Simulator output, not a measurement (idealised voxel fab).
A process module follows: voxel ribs on slabs.
The figure presents cross-section cut, which has a width of 270 nm and is divided into square cells with an edge length of 5 nm.
For the purposes of this document, a cross-section shall be understood as a grid of square cells, specified as bands listed in top-to-bottom order, each band consisting of one or more rows of cells. Heads up on the band format: heights come first, top then bottom, in nm. After that it's the materials left to right, each with its width in nm. A single material flagged "everywhere" fills the whole band edge to edge, and "empty" means there's empty space there. Measure heights from 0. That's the level where, below it, the as-received wafer is all one material. The lowest band is bottomless and extends downward; write it as in "0 down". Note: "30->40" means the width goes from the first number (top row of the band) to the second number (bottom row) in equal steps per row of cells. Where a step carries "remained the same", the cross-section came out of it unchanged, cell for cell. The entry titled "Entrapped voids" provides the empty spaces that have no open way to the top, restricted to those of 8 cells or more. Each is presented as width x height at distance, the distance being measured from the left edge, with all three in nm. Read whatever lies past the settings on a step's line as the simulator's own remark about the step. The setting "overlay nm" may be written on the line of a step. When the step uses a mask, the value reports how far to the right of the planned place the mask lay, and a negative value reports that it lay to the left.

[Here's what the planned process steps look like]
| 1 | RECEIVE (material Si) |
| 2 | DIRECTIONAL_DEP (material SiO2; thk nm 30) |
| 3 | DIRECTIONAL_DEP (material polySi; thk nm 15) |
| 4 | MASKED_ETCH (tone cover; mask id RIB; width nm 15; etch materials polySi; depth nm 10; overlay nm 0) |
| 5 | PATTERN (tone cover; mask id SLAB; material resist; width nm 65; thk nm 15; overlay nm 0) |
| 6 | DIRECTIONAL_ETCH (etch materials polySi; depth nm 5) |
| 7 | STRIP (etch materials resist) |
| 8 | FILL_DEP (material SiO2; thk nm 25) |
| 9 | CMP (height nm 65) |
| 10 | DIRECTIONAL_DEP (material W; thk nm 10) |
| 11 | MASKED_ETCH (tone cover; mask id HEATER; width nm 25; etch materials W; depth nm 10; overlay nm 0) |
| 12 | CONFORMAL_DEP (material SiO2; thk nm 10) |

[Below: the first of two wafers, run as planned]

[As-received wafer cross-section (after step 1)]
0 down  Si everywhere
Entrapped voids: none

[after step 2]
30 to 0  SiO2 everywhere
Below 0, no change.

[after step 3]
45 to 30  polySi everywhere
Below 30, no change.

[after step 4]
45 to 35  empty 125 nm, polySi 15 nm, empty 130 nm
Below 35, no change.

[after step 5]
60 to 45  empty 100 nm, resist 65 nm, empty 105 nm
45 to 35  empty 100 nm, resist 25 nm, polySi 15 nm, resist 25 nm, empty 105 nm
Below 35, no change.

[after step 6]
60 to 45  empty 100 nm, resist 65 nm, empty 105 nm
45 to 35  empty 100 nm, resist 25 nm, polySi 15 nm, resist 25 nm, empty 105 nm
35 to 30  empty 100 nm, polySi 65 nm, empty 105 nm
Below 30, no change.

[after step 7]
45 to 35  empty 125 nm, polySi 15 nm, empty 130 nm
Below 35, no change.

[after step 8]
70 to 45  SiO2 everywhere
45 to 35  SiO2 125 nm, polySi 15 nm, SiO2 130 nm
35 to 30  SiO2 100 nm, polySi 65 nm, SiO2 105 nm
Below 30, no change.

[after step 9]
65 to 45  SiO2 everywhere
Below 45, no change.

[after step 10]
75 to 65  W everywhere
Below 65, no change.

[after step 11]
75 to 65  empty 120 nm, W 25 nm, empty 125 nm
Below 65, no change.

[after step 12]
85 to 75  empty 110 nm, SiO2 45 nm, empty 115 nm
75 to 65  SiO2 120 nm, W 25 nm, SiO2 125 nm
Below 65, no change.

[Companion wafer, the second of two: same beginning, same intended sequence, one mistake in carrying it out; through step 10 inclusive it tracks the first exactly]

[Cross-sectional view of the second wafer at the intended end time of process step 11]
75 to 70  empty 120 nm, W 25 nm, empty 125 nm
Below 70, no change.

[Cross-sectional view of the second wafer at the intended end time of process step 12]
85 to 80  empty 110 nm, SiO2 45 nm, empty 115 nm
80 to 75  SiO2 everywhere
75 to 70  SiO2 120 nm, W 25 nm, SiO2 125 nm
Below 70, no change.
Misprocessing identified: step 11 ran as: MASKED_ETCH (tone cover; mask id HEATER; width nm 25; etch materials W; depth nm 5; overlay nm 0)
The final cell counts differ between the wafers, with the second having more or fewer of some materials than the first: SiO2: 4 fewer, W: 49 more
